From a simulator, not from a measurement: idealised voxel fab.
process module | voxel transistor to metal
cross-section cut | 195 nm wide | cells 5 nm
A cross-section is a grid of square cells, given in bands from the top down. A band is one or more rows of cells.
Each band's line starts with the height of the band's top and of its bottom, in nm. Then come its materials from left to right, each with its width in nm. One material with "throughout" fills the band from edge to edge. "air" is empty space.
Height 0 is the level under which the wafer as received is all one material. The lowest band goes on downwards, as in "0 down".
A width such as "30 to 40" changes by the same amount from each row of cells to the next, from the band's top row to its bottom row.
"no change" after a step means that no cell of the cross-section changed.
closed voids: empty space of 8 cells or more with no open way to the top, each as width x height at its distance from the left edge, in nm
after a step's settings: what the simulator itself notes on the step
overlay nm, on a step with a mask: how far to the right of its planned place the mask lay; to the left if negative
Each pair below shows a cross-section before one step and the cross-section after it, down to the lowest band that changed. The line under each pair gives the step between them, with its settings. The pairs can come from different runs of this module on the same starting wafer, so a pair continues from the pair above only where its "before" says so.
before
  65 to 60: air 45 | TiN 25 | air 55 | TiN 25 | air 45
  60 to 40: air 45 | TiN 5 | SiO2 15 | TiN 5 | air 55 | TiN 5 | SiO2 15 | TiN 5 | air 45
  40 to 35: TiN 50 | SiO2 15 | TiN 65 | SiO2 15 | TiN 50
  35 to 30: SiCN throughout
  30 to 15: SiO2 50 | TiN 5 | W 5 | TiN 5 | SiO2 65 | TiN 5 | W 5 | TiN 5 | SiO2 50
  15 to 10: SiO2 50 | TiN 15 | SiO2 5 | SiN 10 | HfO2 5 | TiN 5 | W 15 | TiN 5 | HfO2 5 | SiN 10 | SiO2 5 | TiN 15 | SiO2 50
  10 to 5: SiO2 45 | SiGe 25 | SiN 10 | HfO2 5 | TiN 5 | W 15 | TiN 5 | HfO2 5 | SiN 10 | SiGe 25 | SiO2 45
  5 to 0: SiO2 40 | SiN 10 | SiGe 20 | SiN 10 | HfO2 5 | TiN 25 | HfO2 5 | SiN 10 | SiGe 20 | SiN 10 | SiO2 40
  0 to -5: SiO2 50 | SiGe 20 | SiO2 10 | HfO2 35 | SiO2 10 | SiGe 20 | SiO2 50
  -5 to -20: SiO2 40 | Si 10 | SiGe 20 | Si 55 | SiGe 20 | Si 10 | SiO2 40
  -20 to -30: SiO2 40 | Si 115 | SiO2 40
  -30 down: Si throughout
  closed voids: none
after
  70 to 65: Cu throughout
  65 to 60: Cu 45 | TiN 25 | Cu 55 | TiN 25 | Cu 45
  60 to 40: Cu 45 | TiN 5 | SiO2 15 | TiN 5 | Cu 55 | TiN 5 | SiO2 15 | TiN 5 | Cu 45
  below 40: unchanged
  closed voids: none
the step between: op FILL_DEP | material Cu | thk nm 5
before: the cross-section after the pair above
after
  60 to 40: Cu 45 | TiN 5 | SiO2 15 | TiN 5 | Cu 55 | TiN 5 | SiO2 15 | TiN 5 | Cu 45
  below 40: unchanged
  closed voids: none
the step between: op CMP | height nm 60
before: the cross-section after the pair above
after
  65 to 60: SiCN throughout
  below 60: unchanged
  closed voids: none
the step between: op CONFORMAL_DEP | material SiCN | thk nm 5
before: the cross-section after the pair above
after
  90 to 65: lowk throughout
  below 65: unchanged
  closed voids: none
the step between: op DIRECTIONAL_DEP | material lowk | thk nm 25
before: the cross-section after the pair above
after
  90 to 75: lowk 50 | air 15 | lowk 65 | air 15 | lowk 50
  below 75: unchanged
  closed voids: none
the step between: op MASKED_ETCH | tone open | mask id METAL_2 | width nm 15 | pitch nm 80 | etch materials lowk | depth nm 15 | overlay nm 0
before: the cross-section after the pair above
after
  100 to 90: aC 50 | air 15 | aC 65 | air 15 | aC 50
  90 to 85: lowk 50 | air 15 | lowk 65 | air 15 | lowk 50
  85 to 75: lowk 50 | aC 15 | lowk 65 | aC 15 | lowk 50
  below 75: unchanged
  closed voids: none
the step between: op DIRECTIONAL_DEP | material aC | thk nm 10
before: the cross-section after the pair above
after
  130 to 100: resist 50 | air 15 | resist 65 | air 15 | resist 50
  below 100: unchanged
  closed voids: none
the step between: op PATTERN | tone open | mask id METAL_2_HOLES | material resist | width nm 15 | pitch nm 80 | thk nm 30 | overlay nm 0
before: the cross-section after the pair above
after
  120 to 100: resist 50 | air 15 | resist 65 | air 15 | resist 50
  100 to 90: aC 50 | air 15 | aC 65 | air 15 | aC 50
  90 to 75: lowk 50 | air 15 | lowk 65 | air 15 | lowk 50
  below 75: unchanged
  closed voids: none
the step between: op DIRECTIONAL_ETCH | etch materials aC | depth nm 10
before: the cross-section after the pair above
after
  100 to 90: aC 50 | air 15 | aC 65 | air 15 | aC 50
  below 90: unchanged
  closed voids: none
the step between: op STRIP | etch materials resist
before: the cross-section after the pair above
after
  100 to 90: aC 50 | air 15 | aC 65 | air 15 | aC 50
  90 to 65: lowk 50 | air 15 | lowk 65 | air 15 | lowk 50
  below 65: unchanged
  closed voids: none
the step between: op DIRECTIONAL_ETCH | etch materials lowk | depth nm 10
before: the cross-section after the pair above
after
  100 to 90: aC 50 | air 15 | aC 65 | air 15 | aC 50
  90 to 65: lowk 50 | air 15 | lowk 65 | air 15 | lowk 50
  65 to 60: SiCN 50 | air 15 | SiCN 65 | air 15 | SiCN 50
  below 60: unchanged
  closed voids: none
the step between: op DIRECTIONAL_ETCH | etch materials SiCN | depth nm 5
before: the cross-section after the pair above
after
  90 to 65: lowk 50 | air 15 | lowk 65 | air 15 | lowk 50
  below 65: unchanged
  closed voids: none
the step between: op STRIP | etch materials aC
before: the cross-section after the pair above
after
  95 to 90: TiN 55 | air 5 | TiN 75 | air 5 | TiN 55
  90 to 65: lowk 50 | TiN 5 | air 5 | TiN 5 | lowk 65 | TiN 5 | air 5 | TiN 5 | lowk 50
  65 to 60: SiCN 50 | TiN 15 | SiCN 65 | TiN 15 | SiCN 50
  below 60: unchanged
  closed voids: none
the step between: op CONFORMAL_DEP | material TiN | thk nm 5
before: the cross-section after the pair above
after
  105 to 95: Cu throughout
  95 to 90: TiN 55 | Cu 5 | TiN 75 | Cu 5 | TiN 55
  90 to 65: lowk 50 | TiN 5 | Cu 5 | TiN 5 | lowk 65 | TiN 5 | Cu 5 | TiN 5 | lowk 50
  below 65: unchanged
  closed voids: none
the step between: op FILL_DEP | material Cu | thk nm 10
before: the cross-section after the pair above
after
  90 to 65: lowk 50 | TiN 5 | Cu 5 | TiN 5 | lowk 65 | TiN 5 | Cu 5 | TiN 5 | lowk 50
  below 65: unchanged
  closed voids: none
the step between: op CMP | height nm 90
before: the cross-section after the pair above
after
  95 to 90: SiN throughout
  below 90: unchanged
  closed voids: none
the step between: op CONFORMAL_DEP | material SiN | thk nm 5
